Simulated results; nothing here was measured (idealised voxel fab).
Herein follows the process module entitled voxel fin reveal.
We display cut, a cross-section 275 nm in width whose square cells are each 5 nm.
Cross-section format: a grid of square cells, given as bands from top to bottom; each band is one or more rows of cells. Band: top height; bottom height; in nm. Then, left to right: material with width in nm, for each material. "edge to edge": a single material spanning edge to edge. "empty": empty space. Height is counted from the level 0, under which the received wafer is composed throughout of one material. The lowest of the bands is not closed at the bottom but continues downward, in the notation "0..down". With a width like "30..40", each row of cells in the band differs from the next by the same amount, the top row carrying the first number and the bottom row the second. "nothing changed" -> step changed no cross-section cell. Listed in "Closed void table": every empty space of 8 or more cells without an open way to the top. Form: width x height at distance, the distance being from the left edge, all in nm. Where a step's line continues beyond its settings, the continuation is a remark by the simulator itself on that step. The optional step-line setting "overlay nm" applies to steps with a mask and quantifies how far to the right of its planned location the mask lay, a negative value indicating leftward placement. Note on reading: below, each pair holds a cross-section from before one process step and one from after it; the one from after shows only down to the lowest band that changed. Beneath the pair, the step in between is stated along with its settings. The pairs can stem from different runs of this module on the same starting wafer. Where a pair's entry headed "Prior to step" says so, and only there, that pair continues from the pair above it.

Prior to step
> 0..down  Si edge to edge
> Closed void table: none

Result of Step
> 5..0  SiN edge to edge
> Under the height 0 nothing was changed.
> Closed void table: none
Here is the step that sits between the two cross-sections above: CONFORMAL_DEP [material SiN] [thk nm 5]

Prior to step: This step starts from the configuration shown after the step in the pair immediately above.

Result of Step
> 25..5  110 nm empty; 15 nm resist; 20 nm empty; 15 nm resist; 115 nm empty
> Under the height 5 nothing was changed.
> Closed void table: none
Here is the step that sits between the two cross-sections above: PATTERN [tone cover] [mask id FINS] [material resist] [width nm 15] [pitch nm 35] [thk nm 20] [overlay nm 0]

Prior to step: This step starts from the configuration shown after the step in the pair immediately above.

Result of Step
> 25..5  110 nm empty; 15 nm resist; 20 nm empty; 15 nm resist; 115 nm empty
> 5..0  110 nm empty; 15 nm SiN; 20 nm empty; 15 nm SiN; 115 nm empty
> Under the height 0 nothing was changed.
> Closed void table: none
Here is the step that sits between the two cross-sections above: DIRECTIONAL_ETCH [etch materials SiN] [depth nm 5]

Prior to step: This step starts from the configuration shown after the step in the pair immediately above.

Result of Step
> 25..5  110 nm empty; 15 nm resist; 20 nm empty; 15 nm resist; 115 nm empty
> 5..0  110 nm empty; 15 nm SiN; 20 nm empty; 15 nm SiN; 115 nm empty
> 0..-40  110 nm empty; 15 nm Si; 20 nm empty; 15 nm Si; 115 nm empty
> Under the height -40 nothing was changed.
> Closed void table: none
Here is the step that sits between the two cross-sections above: DIRECTIONAL_ETCH [etch materials Si] [depth nm 40]

Prior to step: This step starts from the configuration shown after the step in the pair immediately above.

Result of Step
> 5..0  110 nm empty; 15 nm SiN; 20 nm empty; 15 nm SiN; 115 nm empty
> Under the height 0 nothing was changed.
> Closed void table: none
Here is the step that sits between the two cross-sections above: STRIP [etch materials resist]

Prior to step: This step starts from the configuration shown after the step in the pair immediately above.

Result of Step
> 5..0  110 nm empty; 15 nm SiN; 20 nm empty; 15 nm SiN; 115 nm empty
> 0..-40  110 nm empty; 5 nm SiO2; 5 nm Si; 5 nm SiO2; 20 nm empty; 5 nm SiO2; 5 nm Si; 5 nm SiO2; 115 nm empty
> -40..-45  115 nm SiO2; 5 nm Si; 30 nm SiO2; 5 nm Si; 120 nm SiO2
> Under the height -45 nothing was changed.
> Closed void table: none
Here is the step that sits between the two cross-sections above: OXIDIZE [depth nm 5]

Prior to step: This step starts from the configuration shown after the step in the pair immediately above.

Result of Step
> 20..5  SiO2 edge to edge
> 5..0  110 nm SiO2; 15 nm SiN; 20 nm SiO2; 15 nm SiN; 115 nm SiO2
> 0..-45  115 nm SiO2; 5 nm Si; 30 nm SiO2; 5 nm Si; 120 nm SiO2
> Under the height -45 nothing was changed.
> Closed void table: none
Here is the step that sits between the two cross-sections above: FILL_DEP [material SiO2] [thk nm 15]

Prior to step: This step starts from the configuration shown after the step in the pair immediately above.

Result of Step
> 5..0  110 nm SiO2; 15 nm SiN; 20 nm SiO2; 15 nm SiN; 115 nm SiO2
> Under the height 0 nothing was changed.
> Closed void table: none
Here is the step that sits between the two cross-sections above: CMP [height nm 5]

Prior to step: This step starts from the configuration shown after the step in the pair immediately above.

Result of Step
> 5..0  110 nm empty; 15 nm SiN; 20 nm empty; 15 nm SiN; 115 nm empty
> 0..-30  115 nm empty; 5 nm Si; 30 nm empty; 5 nm Si; 120 nm empty
> Under the height -30 nothing was changed.
> Closed void table: none
Here is the step that sits between the two cross-sections above: SELECTIVE_ETCH [etch materials SiO2] [depth nm 35]

Prior to step: This step starts from the configuration shown after the step in the pair immediately above.

Result of Step
> 0..-30  115 nm empty; 5 nm Si; 30 nm empty; 5 nm Si; 120 nm empty
> Under the height -30 nothing was changed.
> Closed void table: none
Here is the step that sits between the two cross-sections above: STRIP [etch materials SiN]

Prior to step
> 5..0  110 nm empty; 15 nm SiN; 20 nm empty; 15 nm SiN; 115 nm empty
> 0..-30  115 nm empty; 5 nm Si; 30 nm empty; 5 nm Si; 120 nm empty
> -30..-45  115 nm SiO2; 5 nm Si; 30 nm SiO2; 5 nm Si; 120 nm SiO2
> -45..down  Si edge to edge
> Closed void table: none

Result of Step
> 5..0  110 nm empty; 15 nm SiN; 20 nm empty; 15 nm SiN; 115 nm empty
> 0..-45  115 nm empty; 5 nm Si; 30 nm empty; 5 nm Si; 120 nm empty
> Under the height -45 nothing was changed.
> Closed void table: none
Here is the step that sits between the two cross-sections above: SELECTIVE_ETCH [etch materials SiO2] [depth nm 35]

Prior to step: This step starts from the configuration shown after the step in the pair immediately above.

Result of Step
> 0..-45  115 nm empty; 5 nm Si; 30 nm empty; 5 nm Si; 120 nm empty
> Under the height -45 nothing was changed.
> Closed void table: none
Here is the step that sits between the two cross-sections above: STRIP [etch materials SiN]

Prior to step
> 5..0  110 nm SiO2; 15 nm SiN; 20 nm SiO2; 15 nm SiN; 115 nm SiO2
> 0..-45  115 nm SiO2; 5 nm Si; 30 nm SiO2; 5 nm Si; 120 nm SiO2
> -45..down  Si edge to edge
> Closed void table: none

Result of Step
> 5..0  110 nm SiO2; 15 nm empty; 20 nm SiO2; 15 nm empty; 115 nm SiO2
> Under the height 0 nothing was changed.
> Closed void table: none
Here is the step that sits between the two cross-sections above: STRIP [etch materials SiN]

Prior to step: This step starts from the configuration shown after the step in the pair immediately above.

Result of Step
> 0..-30  115 nm empty; 5 nm Si; 30 nm empty; 5 nm Si; 120 nm empty
> -30..-35  75 nm SiO2; 40 nm empty; 5 nm Si; 30 nm empty; 5 nm Si; 40 nm empty; 80 nm SiO2
> Under the height -35 nothing was changed.
> Closed void table: none
Here is the step that sits between the two cross-sections above: SELECTIVE_ETCH [etch materials SiO2] [depth nm 35]

Prior to step
> 5..0  110 nm SiO2; 15 nm SiN; 20 nm SiO2; 15 nm SiN; 115 nm SiO2
> 0..-45  115 nm SiO2; 5 nm Si; 30 nm SiO2; 5 nm Si; 120 nm SiO2
> -45..down  Si edge to edge
> Closed void table: none

Result of Step
> 5..0  110 nm empty; 15 nm SiN; 20 nm empty; 15 nm SiN; 115 nm empty
> 0..-40  115 nm empty; 5 nm Si; 30 nm empty; 5 nm Si; 120 nm empty
> Under the height -40 nothing was changed.
> Closed void table: none
Here is the step that sits between the two cross-sections above: SELECTIVE_ETCH [etch materials SiO2] [depth nm 45]

Prior to step: This step starts from the configuration shown after the step in the pair immediately above.

Result of Step
> 0..-40  115 nm empty; 5 nm Si; 30 nm empty; 5 nm Si; 120 nm empty
> Under the height -40 nothing was changed.
> Closed void table: none
Here is the step that sits between the two cross-sections above: STRIP [etch materials SiN]

Prior to step
> 5..0  SiN edge to edge
> 0..down  Si edge to edge
> Closed void table: none

Result of Step
> 25..5  110 nm empty; 20 nm resist; 15 nm empty; 20 nm resist; 110 nm empty
> Under the height 5 nothing was changed.
> Closed void table: none
Here is the step that sits between the two cross-sections above: PATTERN [tone cover] [mask id FINS] [material resist] [width nm 20] [pitch nm 35] [thk nm 20] [overlay nm 0]

Prior to step: This step starts from the configuration shown after the step in the pair immediately above.

Result of Step
> 25..5  110 nm empty; 20 nm resist; 15 nm empty; 20 nm resist; 110 nm empty
> 5..0  110 nm empty; 20 nm SiN; 15 nm empty; 20 nm SiN; 110 nm empty
> Under the height 0 nothing was changed.
> Closed void table: none
Here is the step that sits between the two cross-sections above: DIRECTIONAL_ETCH [etch materials SiN] [depth nm 5]

Prior to step: This step starts from the configuration shown after the step in the pair immediately above.

Result of Step
> 25..5  110 nm empty; 20 nm resist; 15 nm empty; 20 nm resist; 110 nm empty
> 5..0  110 nm empty; 20 nm SiN; 15 nm empty; 20 nm SiN; 110 nm empty
> 0..-40  110 nm empty; 20 nm Si; 15 nm empty; 20 nm Si; 110 nm empty
> Under the height -40 nothing was changed.
> Closed void table: none
Here is the step that sits between the two cross-sections above: DIRECTIONAL_ETCH [etch materials Si] [depth nm 40]

Prior to step: This step starts from the configuration shown after the step in the pair immediately above.

Result of Step
> 5..0  110 nm empty; 20 nm SiN; 15 nm empty; 20 nm SiN; 110 nm empty
> Under the height 0 nothing was changed.
> Closed void table: none
Here is the step that sits between the two cross-sections above: STRIP [etch materials resist]

Prior to step: This step starts from the configuration shown after the step in the pair immediately above.

Result of Step
> 5..0  110 nm empty; 20 nm SiN; 15 nm empty; 20 nm SiN; 110 nm empty
> 0..-40  110 nm empty; 5 nm SiO2; 10 nm Si; 5 nm SiO2; 15 nm empty; 5 nm SiO2; 10 nm Si; 5 nm SiO2; 110 nm empty
> -40..-45  115 nm SiO2; 10 nm Si; 25 nm SiO2; 10 nm Si; 115 nm SiO2
> Under the height -45 nothing was changed.
> Closed void table: none
Here is the step that sits between the two cross-sections above: OXIDIZE [depth nm 5]

Prior to step: This step starts from the configuration shown after the step in the pair immediately above.

Result of Step
> 20..5  SiO2 edge to edge
> 5..0  110 nm SiO2; 20 nm SiN; 15 nm SiO2; 20 nm SiN; 110 nm SiO2
> 0..-45  115 nm SiO2; 10 nm Si; 25 nm SiO2; 10 nm Si; 115 nm SiO2
> Under the height -45 nothing was changed.
> Closed void table: none
Here is the step that sits between the two cross-sections above: FILL_DEP [material SiO2] [thk nm 15]

Prior to step: This step starts from the configuration shown after the step in the pair immediately above.

Result of Step
> 5..0  110 nm SiO2; 20 nm SiN; 15 nm SiO2; 20 nm SiN; 110 nm SiO2
> Under the height 0 nothing was changed.
> Closed void table: none
Here is the step that sits between the two cross-sections above: CMP [height nm 5]

Prior to step: This step starts from the configuration shown after the step in the pair immediately above.

Result of Step
> 5..0  110 nm empty; 20 nm SiN; 15 nm empty; 20 nm SiN; 110 nm empty
> 0..-30  115 nm empty; 10 nm Si; 25 nm empty; 10 nm Si; 115 nm empty
> Under the height -30 nothing was changed.
> Closed void table: none
Here is the step that sits between the two cross-sections above: SELECTIVE_ETCH [etch materials SiO2] [depth nm 35]

Prior to step: This step starts from the configuration shown after the step in the pair immediately above.

Result of Step
> 0..-30  115 nm empty; 10 nm Si; 25 nm empty; 10 nm Si; 115 nm empty
> Under the height -30 nothing was changed.
> Closed void table: none
Here is the step that sits between the two cross-sections above: STRIP [etch materials SiN]

Prior to step
> 5..0  SiN edge to edge
> 0..down  Si edge to edge
> Closed void table: none

Result of Step
> 25..5  105 nm empty; 15 nm resist; 20 nm empty; 15 nm resist; 120 nm empty
> Under the height 5 nothing was changed.
> Closed void table: none
Here is the step that sits between the two cross-sections above: PATTERN [tone cover] [mask id FINS] [material resist] [width nm 15] [pitch nm 35] [thk nm 20] [overlay nm -5]

Prior to step: This step starts from the configuration shown after the step in the pair immediately above.

Result of Step
> 25..5  105 nm empty; 15 nm resist; 20 nm empty; 15 nm resist; 120 nm empty
> 5..0  105 nm empty; 15 nm SiN; 20 nm empty; 15 nm SiN; 120 nm empty
> Under the height 0 nothing was changed.
> Closed void table: none
Here is the step that sits between the two cross-sections above: DIRECTIONAL_ETCH [etch materials SiN] [depth nm 5]

Prior to step: This step starts from the configuration shown after the step in the pair immediately above.

Result of Step
> 25..5  105 nm empty; 15 nm resist; 20 nm empty; 15 nm resist; 120 nm empty
> 5..0  105 nm empty; 15 nm SiN; 20 nm empty; 15 nm SiN; 120 nm empty
> 0..-40  105 nm empty; 15 nm Si; 20 nm empty; 15 nm Si; 120 nm empty
> Under the height -40 nothing was changed.
> Closed void table: none
Here is the step that sits between the two cross-sections above: DIRECTIONAL_ETCH [etch materials Si] [depth nm 40]

Prior to step: This step starts from the configuration shown after the step in the pair immediately above.

Result of Step
> 5..0  105 nm empty; 15 nm SiN; 20 nm empty; 15 nm SiN; 120 nm empty
> Under the height 0 nothing was changed.
> Closed void table: none
Here is the step that sits between the two cross-sections above: STRIP [etch materials resist]

Prior to step: This step starts from the configuration shown after the step in the pair immediately above.

Result of Step
> 5..0  105 nm empty; 15 nm SiN; 20 nm empty; 15 nm SiN; 120 nm empty
> 0..-40  105 nm empty; 5 nm SiO2; 5 nm Si; 5 nm SiO2; 20 nm empty; 5 nm SiO2; 5 nm Si; 5 nm SiO2; 120 nm empty
> -40..-45  110 nm SiO2; 5 nm Si; 30 nm SiO2; 5 nm Si; 125 nm SiO2
> Under the height -45 nothing was changed.
> Closed void table: none
Here is the step that sits between the two cross-sections above: OXIDIZE [depth nm 5]

Prior to step: This step starts from the configuration shown after the step in the pair immediately above.

Result of Step
> 20..5  SiO2 edge to edge
> 5..0  105 nm SiO2; 15 nm SiN; 20 nm SiO2; 15 nm SiN; 120 nm SiO2
> 0..-45  110 nm SiO2; 5 nm Si; 30 nm SiO2; 5 nm Si; 125 nm SiO2
> Under the height -45 nothing was changed.
> Closed void table: none
Here is the step that sits between the two cross-sections above: FILL_DEP [material SiO2] [thk nm 15]

Prior to step: This step starts from the configuration shown after the step in the pair immediately above.

Result of Step
> 5..0  105 nm SiO2; 15 nm SiN; 20 nm SiO2; 15 nm SiN; 120 nm SiO2
> Under the height 0 nothing was changed.
> Closed void table: none
Here is the step that sits between the two cross-sections above: CMP [height nm 5]

Prior to step: This step starts from the configuration shown after the step in the pair immediately above.

Result of Step
> 5..0  105 nm empty; 15 nm SiN; 20 nm empty; 15 nm SiN; 120 nm empty
> 0..-30  110 nm empty; 5 nm Si; 30 nm empty; 5 nm Si; 125 nm empty
> Under the height -30 nothing was changed.
> Closed void table: none
Here is the step that sits between the two cross-sections above: SELECTIVE_ETCH [etch materials SiO2] [depth nm 35]

Prior to step: This step starts from the configuration shown after the step in the pair immediately above.

Result of Step
> 0..-30  110 nm empty; 5 nm Si; 30 nm empty; 5 nm Si; 125 nm empty
> Under the height -30 nothing was changed.
> Closed void table: none
Here is the step that sits between the two cross-sections above: STRIP [etch materials SiN]

Prior to step
> 5..0  110 nm empty; 15 nm SiN; 20 nm empty; 15 nm SiN; 115 nm empty
> 0..-40  110 nm empty; 5 nm SiO2; 5 nm Si; 5 nm SiO2; 20 nm empty; 5 nm SiO2; 5 nm Si; 5 nm SiO2; 115 nm empty
> -40..-45  115 nm SiO2; 5 nm Si; 30 nm SiO2; 5 nm Si; 120 nm SiO2
> -45..down  Si edge to edge
> Closed void table: none

Result of Step
> 20..0  SiN edge to edge
> 0..-40  110 nm SiN; 5 nm SiO2; 5 nm Si; 5 nm SiO2; 20 nm SiN; 5 nm SiO2; 5 nm Si; 5 nm SiO2; 115 nm SiN
> Under the height -40 nothing was changed.
> Closed void table: none
Here is the step that sits between the two cross-sections above: FILL_DEP [material SiN] [thk nm 15]

Prior to step: This step starts from the configuration shown after the step in the pair immediately above.

Result of Step
> 5..0  SiN edge to edge
> Under the height 0 nothing was changed.
> Closed void table: none
Here is the step that sits between the two cross-sections above: CMP [height nm 5]

Prior to step: This step starts from the configuration shown after the step in the pair immediately above.

Result of Step
> 0..-40  110 nm empty; 5 nm SiO2; 5 nm Si; 5 nm SiO2; 20 nm empty; 5 nm SiO2; 5 nm Si; 5 nm SiO2; 115 nm empty
> Under the height -40 nothing was changed.
> Closed void table: none
Here is the step that sits between the two cross-sections above: STRIP [etch materials SiN]

Prior to step
> 5..0  SiN edge to edge
> 0..down  Si edge to edge
> Closed void table: none

Result of Step
> 25..5  110 nm resist; 15 nm empty; 20 nm resist; 15 nm empty; 115 nm resist
> Under the height 5 nothing was changed.
> Closed void table: none
Here is the step that sits between the two cross-sections above: PATTERN [tone open] [mask id FINS] [material resist] [width nm 15] [pitch nm 35] [thk nm 20] [overlay nm 0]

Prior to step: This step starts from the configuration shown after the step in the pair immediately above.

Result of Step
> 25..5  110 nm resist; 15 nm empty; 20 nm resist; 15 nm empty; 115 nm resist
> 5..0  110 nm SiN; 15 nm empty; 20 nm SiN; 15 nm empty; 115 nm SiN
> Under the height 0 nothing was changed.
> Closed void table: none
Here is the step that sits between the two cross-sections above: DIRECTIONAL_ETCH [etch materials SiN] [depth nm 5]

Prior to step: This step starts from the configuration shown after the step in the pair immediately above.

Result of Step
> 25..5  110 nm resist; 15 nm empty; 20 nm resist; 15 nm empty; 115 nm resist
> 5..0  110 nm SiN; 15 nm empty; 20 nm SiN; 15 nm empty; 115 nm SiN
> 0..-40  110 nm Si; 15 nm empty; 20 nm Si; 15 nm empty; 115 nm Si
> Under the height -40 nothing was changed.
> Closed void table: none
Here is the step that sits between the two cross-sections above: DIRECTIONAL_ETCH [etch materials Si] [depth nm 40]

Prior to step: This step starts from the configuration shown after the step in the pair immediately above.

Result of Step
> 5..0  110 nm SiN; 15 nm empty; 20 nm SiN; 15 nm empty; 115 nm SiN
> Under the height 0 nothing was changed.
> Closed void table: none
Here is the step that sits between the two cross-sections above: STRIP [etch materials resist]

Prior to step: This step starts from the configuration shown after the step in the pair immediately above.

Result of Step
> 5..0  110 nm SiN; 15 nm empty; 20 nm SiN; 15 nm empty; 115 nm SiN
> 0..-40  105 nm Si; 5 nm SiO2; 15 nm empty; 5 nm SiO2; 10 nm Si; 5 nm SiO2; 15 nm empty; 5 nm SiO2; 110 nm Si
> -40..-45  105 nm Si; 25 nm SiO2; 10 nm Si; 25 nm SiO2; 110 nm Si
> Under the height -45 nothing was changed.
> Closed void table: none
Here is the step that sits between the two cross-sections above: OXIDIZE [depth nm 5]

Prior to step: This step starts from the configuration shown after the step in the pair immediately above.

Result of Step
> 20..5  SiO2 edge to edge
> 5..0  110 nm SiN; 15 nm SiO2; 20 nm SiN; 15 nm SiO2; 115 nm SiN
> 0..-45  105 nm Si; 25 nm SiO2; 10 nm Si; 25 nm SiO2; 110 nm Si
> Under the height -45 nothing was changed.
> Closed void table: none
Here is the step that sits between the two cross-sections above: FILL_DEP [material SiO2] [thk nm 15]

Prior to step: This step starts from the configuration shown after the step in the pair immediately above.

Result of Step
> 5..0  110 nm SiN; 15 nm SiO2; 20 nm SiN; 15 nm SiO2; 115 nm SiN
> Under the height 0 nothing was changed.
> Closed void table: none
Here is the step that sits between the two cross-sections above: CMP [height nm 5]

Prior to step: This step starts from the configuration shown after the step in the pair immediately above.

Result of Step
> 5..0  110 nm SiN; 15 nm empty; 20 nm SiN; 15 nm empty; 115 nm SiN
> 0..-30  105 nm Si; 25 nm empty; 10 nm Si; 25 nm empty; 110 nm Si
> Under the height -30 nothing was changed.
> Closed void table: none
Here is the step that sits between the two cross-sections above: SELECTIVE_ETCH [etch materials SiO2] [depth nm 35]

Prior to step: This step starts from the configuration shown after the step in the pair immediately above.

Result of Step
> 0..-30  105 nm Si; 25 nm empty; 10 nm Si; 25 nm empty; 110 nm Si
> Under the height -30 nothing was changed.
> Closed void table: none
Here is the step that sits between the two cross-sections above: STRIP [etch materials SiN]
